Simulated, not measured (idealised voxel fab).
process module | voxel air gaps
cross-section cut | 220 nm wide | cells 5 nm
A cross-section is a grid of square cells, given in bands from the top down. A band is one or more rows of cells.
Each band's line starts with the height of the band's top and of its bottom, in nm. Then come its materials from left to right, each with its width in nm. One material with "throughout" fills the band from edge to edge. "air" is empty space.
Height 0 is the level under which the wafer as received is all one material. The lowest band goes on downwards, as in "0 down".
A width such as "30 to 40" changes by the same amount from each row of cells to the next, from the band's top row to its bottom row.
"no change" after a step means that no cell of the cross-section changed.
closed voids: empty space of 8 cells or more with no open way to the top, each as width x height at its distance from the left edge, in nm
after a step's settings: what the simulator itself notes on the step
overlay nm, on a step with a mask: how far to the right of its planned place the mask lay; to the left if negative
plan
1 op RECEIVE | material Si
2 op CONFORMAL_DEP | material SiO2 | thk nm 10
3 op CONFORMAL_DEP | material SiN | thk nm 5
4 op DIRECTIONAL_DEP | material lowk | thk nm 35
5 op DIRECTIONAL_DEP | material aC | thk nm 15
6 op PATTERN | tone open | mask id LINES | material resist | width nm 25 | pitch nm 50 | thk nm 30 | overlay nm 0
7 op DIRECTIONAL_ETCH | etch materials aC | depth nm 15
8 op STRIP | etch materials resist
9 op DIRECTIONAL_ETCH | etch materials lowk | depth nm 35
10 op STRIP | etch materials aC
11 op CONFORMAL_DEP | material TiN | thk nm 5
12 op FILL_DEP | material Ru | thk nm 5
13 op CMP | height nm 50
14 op EPI | material Ru | thk nm 10
15 op SELECTIVE_ETCH | etch materials lowk | depth nm 45
16 op CONFORMAL_DEP | material SiCN | thk nm 5
as received, after step 1
  0 down: Si throughout
  closed voids: none
a wafer at the end: this start, this plan, one mistake
  75 to 70: SiCN throughout
  70 to 50: Ru 215 | SiCN 5
  50 to 45: lowk 20 | TiN 5 | Ru 15 | TiN 5 | lowk 25 | TiN 5 | Ru 15 | TiN 5 | lowk 25 | TiN 5 | Ru 15 | TiN 5 | lowk 25 | TiN 5 | Ru 15 | TiN 5 | SiCN 25
  45 to 20: lowk 20 | TiN 5 | Ru 15 | TiN 5 | lowk 25 | TiN 5 | Ru 15 | TiN 5 | lowk 25 | TiN 5 | Ru 15 | TiN 5 | lowk 25 | TiN 5 | Ru 15 | TiN 5 | SiCN 5 | air 20
  20 to 15: lowk 20 | TiN 25 | lowk 25 | TiN 25 | lowk 25 | TiN 25 | lowk 25 | TiN 25 | SiCN 25
  15 to 10: SiN throughout
  10 to 0: SiO2 throughout
  0 down: Si throughout
  closed voids: 20 x 25 at 200
what went wrong: step 14 was run twice
